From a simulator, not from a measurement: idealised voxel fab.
Process module heading - voxel wiring stack
Displayed cross-section: cut, width of 205 nm, square cells sized 5 nm.
In what follows, cross-sections appear as grids of square cells, described through bands that run from the top down, where every band is one or more rows of cells. Top, bottom (nm), then materials left to right with widths (nm); lone material tagged "edge to edge" fills the whole band edge to edge; "blank" = empty space. The level at which height equals 0 is the one under which the wafer, as it arrives, is entirely one material. No lower edge exists for the bottom band, which continues downward and is notated as in "from 0 down". Think of "30->40" as a width that walks from the first number to the second as you go down the band, top row to bottom row, taking equal-sized steps from row to row. Key: "all unchanged" - step with no changed cell in the cross-section. For the entry "Voids, fully enclosed", the listed items are empty spaces with no open way to the top whose size is 8 cells or more; each item follows the pattern width x height at distance, where distance is from the left edge and all three are in nm. Past the settings on a step's line: simulator remark, on that step. What "overlay nm" on a step's line means: if the step has a mask, that mask lay this far to the right of its planned place, or, when the value is negative, to the left.

**Process steps foreseen in the plan**
1) RECEIVE: material Si
2) CONFORMAL_DEP: material SiO2, thk nm 10
3) CONFORMAL_DEP: material SiCN, thk nm 5
4) DIRECTIONAL_DEP: material SiO2, thk nm 25
5) PATTERN: tone open, mask id METAL_1, material resist, width nm 25, pitch nm 40, thk nm 20, overlay nm 0
6) DIRECTIONAL_ETCH: etch materials SiO2, depth nm 25
7) DIRECTIONAL_ETCH: etch materials SiCN, depth nm 5
8) STRIP: etch materials resist
9) CONFORMAL_DEP: material TiN, thk nm 5
10) FILL_DEP: material Cu, thk nm 10
11) CMP: height nm 40
12) CONFORMAL_DEP: material SiCN, thk nm 5
13) DIRECTIONAL_DEP: material SiO2, thk nm 15
14) DIRECTIONAL_DEP: material aC, thk nm 15
15) PATTERN: tone open, mask id PLUG_1, material resist, width nm 15, thk nm 30, overlay nm 0
16) DIRECTIONAL_ETCH: etch materials aC, depth nm 15
17) STRIP: etch materials resist
18) DIRECTIONAL_ETCH: etch materials SiO2, depth nm 15
19) DIRECTIONAL_ETCH: etch materials SiCN, depth nm 5
20) STRIP: etch materials aC
21) EPI: material Ru, thk nm 10
22) EPI: material Ru, thk nm 10
23) DIRECTIONAL_DEP: material TiN, thk nm 5
24) DIRECTIONAL_DEP: material Ru, thk nm 15
25) DIRECTIONAL_DEP: material aC, thk nm 10
26) PATTERN: tone cover, mask id METAL_2, material resist, width nm 25, pitch nm 40, thk nm 25, overlay nm 0
27) DIRECTIONAL_ETCH: etch materials aC, depth nm 10
28) STRIP: etch materials resist
29) DIRECTIONAL_ETCH: etch materials Ru, depth nm 15
30) DIRECTIONAL_ETCH: etch materials TiN, depth nm 5
31) STRIP: etch materials aC
32) CONFORMAL_DEP: material SiCN, thk nm 5
33) FILL_DEP: material SiO2, thk nm 10
34) CMP: height nm 80
35) CONFORMAL_DEP: material SiN, thk nm 5

**This is the cross-section of the wafer as we received it, i.e. after step 1**
* from 0 down: Si edge to edge
* Voids, fully enclosed: none

**Post-module cross-section: identical start and plan to those above, one misstep in execution**
* from 85 to 80: SiN edge to edge
* from 80 to 65: SiO2 (65)  SiCN (5)  Ru (25)  SiCN (5)  SiO2 (5)  SiCN (5)  Ru (25)  SiCN (5)  SiO2 (65)
* from 65 to 60: SiCN (70)  TiN (25)  SiCN (15)  TiN (25)  SiCN (70)
* from 60 to 45: SiO2 (70)  Ru (15)  SiO2 (120)
* from 45 to 40: SiCN (70)  Ru (15)  SiCN (120)
* from 40 to 35: TiN (75)  Cu (15)  TiN (25)  Cu (15)  TiN (75)
* from 35 to 10: SiO2 (70)  TiN (5)  Cu (15)  TiN (5)  SiO2 (15)  TiN (5)  Cu (15)  TiN (5)  SiO2 (70)
* from 10 to 5: SiCN (70)  TiN (25)  SiCN (15)  TiN (25)  SiCN (70)
* from 5 to 0: SiO2 edge to edge
* from 0 down: Si edge to edge
* Voids, fully enclosed: none
It is concluded that the wafer was processed incorrectly with respect to the plan, in that note that step 2 departed from the planned setting and was carried out as CONFORMAL_DEP: material SiO2, thk nm 5
